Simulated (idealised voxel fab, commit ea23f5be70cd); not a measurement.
process module | voxel fin reveal
cross-section cut | 160 nm wide | cells 5 nm
A cross-section is a grid of square cells, given in bands from the top down. A band is one or more rows of cells.
Each band's line starts with the height of the band's top and of its bottom, in nm. Then come its materials from left to right, each with its width in nm. One material with "throughout" fills the band from edge to edge. "air" is empty space.
Height 0 is the level under which the wafer as received is all one material. The lowest band goes on downwards, as in "0 down".
A width such as "30 to 40" changes by the same amount from each row of cells to the next, from the band's top row to its bottom row.
"no change" after a step means that no cell of the cross-section changed.
closed voids: empty space of 8 cells or more with no open way to the top, each as width x height at its distance from the left edge, in nm
after a step's settings: what the simulator itself notes on the step
overlay nm, on a step with a mask: how far to the right of its planned place the mask lay; to the left if negative
plan
1 op RECEIVE | material Si
2 op CONFORMAL_DEP | material SiN | thk nm 10
3 op PATTERN | tone cover | mask id FINS | material resist | width nm 15 | pitch nm 40 | thk nm 20 | overlay nm 0
4 op DIRECTIONAL_ETCH | etch materials SiN | depth nm 10
5 op DIRECTIONAL_ETCH | etch materials Si | depth nm 30
6 op STRIP | etch materials resist
7 op OXIDIZE | depth nm 5
8 op FILL_DEP | material SiO2 | thk nm 5
9 op CMP | height nm 10
10 op SELECTIVE_ETCH | etch materials SiO2 | depth nm 25
11 op STRIP | etch materials SiN
12 op CONFORMAL_DEP | material HfO2 | thk nm 5
first wafer, as planned
as received, after step 1
  0 down: Si throughout
  closed voids: none
after step 2
  10 to 0: SiN throughout
  below 0: unchanged
after step 3
  30 to 10: air 30 | resist 15 | air 25 | resist 15 | air 25 | resist 15 | air 35
  below 10: unchanged
after step 4
  30 to 10: air 30 | resist 15 | air 25 | resist 15 | air 25 | resist 15 | air 35
  10 to 0: air 30 | SiN 15 | air 25 | SiN 15 | air 25 | SiN 15 | air 35
  below 0: unchanged
after step 5
  30 to 10: air 30 | resist 15 | air 25 | resist 15 | air 25 | resist 15 | air 35
  10 to 0: air 30 | SiN 15 | air 25 | SiN 15 | air 25 | SiN 15 | air 35
  0 to -30: air 30 | Si 15 | air 25 | Si 15 | air 25 | Si 15 | air 35
  below -30: unchanged
after step 6
  10 to 0: air 30 | SiN 15 | air 25 | SiN 15 | air 25 | SiN 15 | air 35
  below 0: unchanged
after step 7
  10 to 0: air 30 | SiN 15 | air 25 | SiN 15 | air 25 | SiN 15 | air 35
  0 to -30: air 30 | SiO2 5 | Si 5 | SiO2 5 | air 25 | SiO2 5 | Si 5 | SiO2 5 | air 25 | SiO2 5 | Si 5 | SiO2 5 | air 35
  -30 to -35: SiO2 35 | Si 5 | SiO2 35 | Si 5 | SiO2 35 | Si 5 | SiO2 40
  below -35: unchanged
after step 8
  15 to 10: SiO2 throughout
  10 to 0: SiO2 30 | SiN 15 | SiO2 25 | SiN 15 | SiO2 25 | SiN 15 | SiO2 35
  0 to -35: SiO2 35 | Si 5 | SiO2 35 | Si 5 | SiO2 35 | Si 5 | SiO2 40
  below -35: unchanged
after step 9
  10 to 0: SiO2 30 | SiN 15 | SiO2 25 | SiN 15 | SiO2 25 | SiN 15 | SiO2 35
  below 0: unchanged
after step 10
  10 to 0: air 30 | SiN 15 | air 25 | SiN 15 | air 25 | SiN 15 | air 35
  0 to -15: air 35 | Si 5 | air 35 | Si 5 | air 35 | Si 5 | air 40
  below -15: unchanged
after step 11
  0 to -15: air 35 | Si 5 | air 35 | Si 5 | air 35 | Si 5 | air 40
  below -15: unchanged
after step 12
  5 to 0: air 30 | HfO2 15 | air 25 | HfO2 15 | air 25 | HfO2 15 | air 35
  0 to -10: air 30 | HfO2 5 | Si 5 | HfO2 5 | air 25 | HfO2 5 | Si 5 | HfO2 5 | air 25 | HfO2 5 | Si 5 | HfO2 5 | air 35
  -10 to -15: HfO2 35 | Si 5 | HfO2 35 | Si 5 | HfO2 35 | Si 5 | HfO2 40
  below -15: unchanged
second wafer: like start, like plan, one mistake. Through step 11 it matches the first wafer
when step 12 should have ended
  15 to 0: air 20 | HfO2 35 | air 5 | HfO2 35 | air 5 | HfO2 35 | air 25
  0 to -15: HfO2 35 | Si 5 | HfO2 35 | Si 5 | HfO2 35 | Si 5 | HfO2 40
  below -15: unchanged
what went wrong: step 12 ran as: op CONFORMAL_DEP | material HfO2 | thk nm 15
at the end the second wafer has, in cells: 100 more of HfO2
